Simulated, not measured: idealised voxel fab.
process module | voxel ribs on slabs
cross-section cut | 155 nm wide | cells 5 nm
A cross-section is a grid of square cells, given in bands from the top down. A band is one or more rows of cells.
Each band's line starts with the height of the band's top and of its bottom, in nm. Then come its materials from left to right, each with its width in nm. One material with "throughout" fills the band from edge to edge. "air" is empty space.
Height 0 is the level under which the wafer as received is all one material. The lowest band goes on downwards, as in "0 down".
A width such as "30 to 40" changes by the same amount from each row of cells to the next, from the band's top row to its bottom row.
"no change" after a step means that no cell of the cross-section changed.
closed voids: empty space of 8 cells or more with no open way to the top, each as width x height at its distance from the left edge, in nm
after a step's settings: what the simulator itself notes on the step
overlay nm, on a step with a mask: how far to the right of its planned place the mask lay; to the left if negative
plan
1 op RECEIVE | material Si
2 op DIRECTIONAL_DEP | material SiO2 | thk nm 30
3 op DIRECTIONAL_DEP | material polySi | thk nm 20
4 op PATTERN | tone cover | mask id RIB | material resist | width nm 15 | thk nm 15 | overlay nm 0
5 op DIRECTIONAL_ETCH | etch materials polySi | depth nm 10
6 op STRIP | etch materials resist
7 op DIRECTIONAL_DEP | material aC | thk nm 15
8 op PATTERN | tone cover | mask id SLAB | material resist | width nm 75 | thk nm 35 | overlay nm 0
9 op DIRECTIONAL_ETCH | etch materials aC | depth nm 15
10 op STRIP | etch materials resist
11 op DIRECTIONAL_ETCH | etch materials polySi | depth nm 10
12 op STRIP | etch materials aC
13 op FILL_DEP | material SiO2 | thk nm 25
14 op CMP | height nm 65
15 op DIRECTIONAL_DEP | material W | thk nm 10
16 op PATTERN | tone cover | mask id HEATER | material resist | width nm 25 | thk nm 15 | overlay nm 0
17 op DIRECTIONAL_ETCH | etch materials W | depth nm 10
18 op STRIP | etch materials resist
19 op CONFORMAL_DEP | material SiO2 | thk nm 5
first wafer, as planned
as received, after step 1
  0 down: Si throughout
  closed voids: none
after step 2
  30 to 0: SiO2 throughout
  below 0: unchanged
after step 3
  50 to 30: polySi throughout
  below 30: unchanged
after step 4
  65 to 50: air 70 | resist 15 | air 70
  below 50: unchanged
after step 5
  65 to 50: air 70 | resist 15 | air 70
  50 to 40: air 70 | polySi 15 | air 70
  below 40: unchanged
after step 6
  50 to 40: air 70 | polySi 15 | air 70
  below 40: unchanged
after step 7
  65 to 55: air 70 | aC 15 | air 70
  55 to 50: aC throughout
  50 to 40: aC 70 | polySi 15 | aC 70
  below 40: unchanged
after step 8
  100 to 65: air 40 | resist 75 | air 40
  65 to 55: air 40 | resist 30 | aC 15 | resist 30 | air 40
  below 55: unchanged
after step 9
  85 to 65: air 40 | resist 75 | air 40
  65 to 55: air 40 | resist 30 | aC 15 | resist 30 | air 40
  55 to 50: air 40 | aC 75 | air 40
  50 to 40: air 40 | aC 30 | polySi 15 | aC 30 | air 40
  below 40: unchanged
after step 10
  65 to 55: air 70 | aC 15 | air 70
  below 55: unchanged
after step 11
  65 to 55: air 70 | aC 15 | air 70
  55 to 50: air 40 | aC 75 | air 40
  50 to 40: air 40 | aC 30 | polySi 15 | aC 30 | air 40
  40 to 30: air 40 | polySi 75 | air 40
  below 30: unchanged
after step 12
  50 to 40: air 70 | polySi 15 | air 70
  below 40: unchanged
after step 13
  75 to 50: SiO2 throughout
  50 to 40: SiO2 70 | polySi 15 | SiO2 70
  40 to 30: SiO2 40 | polySi 75 | SiO2 40
  below 30: unchanged
after step 14
  65 to 50: SiO2 throughout
  below 50: unchanged
after step 15
  75 to 65: W throughout
  below 65: unchanged
after step 16
  90 to 75: air 65 | resist 25 | air 65
  below 75: unchanged
after step 17
  90 to 75: air 65 | resist 25 | air 65
  75 to 65: air 65 | W 25 | air 65
  below 65: unchanged
after step 18
  75 to 65: air 65 | W 25 | air 65
  below 65: unchanged
after step 19
  80 to 75: air 60 | SiO2 35 | air 60
  75 to 70: air 60 | SiO2 5 | W 25 | SiO2 5 | air 60
  70 to 65: SiO2 65 | W 25 | SiO2 65
  below 65: unchanged
second wafer: like start, like plan, one mistake. Through step 1 it matches the first wafer
when step 2 should have ended
  20 to 0: polySi throughout
  below 0: unchanged
when step 3 should have ended
  50 to 20: SiO2 throughout
  below 20: unchanged
when step 4 should have ended
  65 to 50: air 70 | resist 15 | air 70
  below 50: unchanged
when step 5 should have ended: no change
when step 6 should have ended
  50 to 20: SiO2 throughout
  below 20: unchanged
when step 7 should have ended
  65 to 50: aC throughout
  below 50: unchanged
when step 8 should have ended
  100 to 65: air 40 | resist 75 | air 40
  below 65: unchanged
when step 9 should have ended
  85 to 65: air 40 | resist 75 | air 40
  65 to 50: air 40 | aC 75 | air 40
  below 50: unchanged
when step 10 should have ended
  65 to 50: air 40 | aC 75 | air 40
  below 50: unchanged
when step 11 should have ended: no change
when step 12 should have ended
  50 to 20: SiO2 throughout
  below 20: unchanged
when step 13 should have ended
  75 to 20: SiO2 throughout
  below 20: unchanged
when step 14 should have ended
  65 to 20: SiO2 throughout
  below 20: unchanged
when step 15 should have ended
  75 to 65: W throughout
  below 65: unchanged
when step 16 should have ended
  90 to 75: air 65 | resist 25 | air 65
  below 75: unchanged
when step 17 should have ended
  90 to 75: air 65 | resist 25 | air 65
  75 to 65: air 65 | W 25 | air 65
  below 65: unchanged
when step 18 should have ended
  75 to 65: air 65 | W 25 | air 65
  below 65: unchanged
when step 19 should have ended
  80 to 75: air 60 | SiO2 35 | air 60
  75 to 70: air 60 | SiO2 5 | W 25 | SiO2 5 | air 60
  70 to 65: SiO2 65 | W 25 | SiO2 65
  below 65: unchanged
what went wrong: steps 2 and 3 were swapped
at the end the second wafer has, in cells: 88 fewer of SiO2 | 88 more of polySi
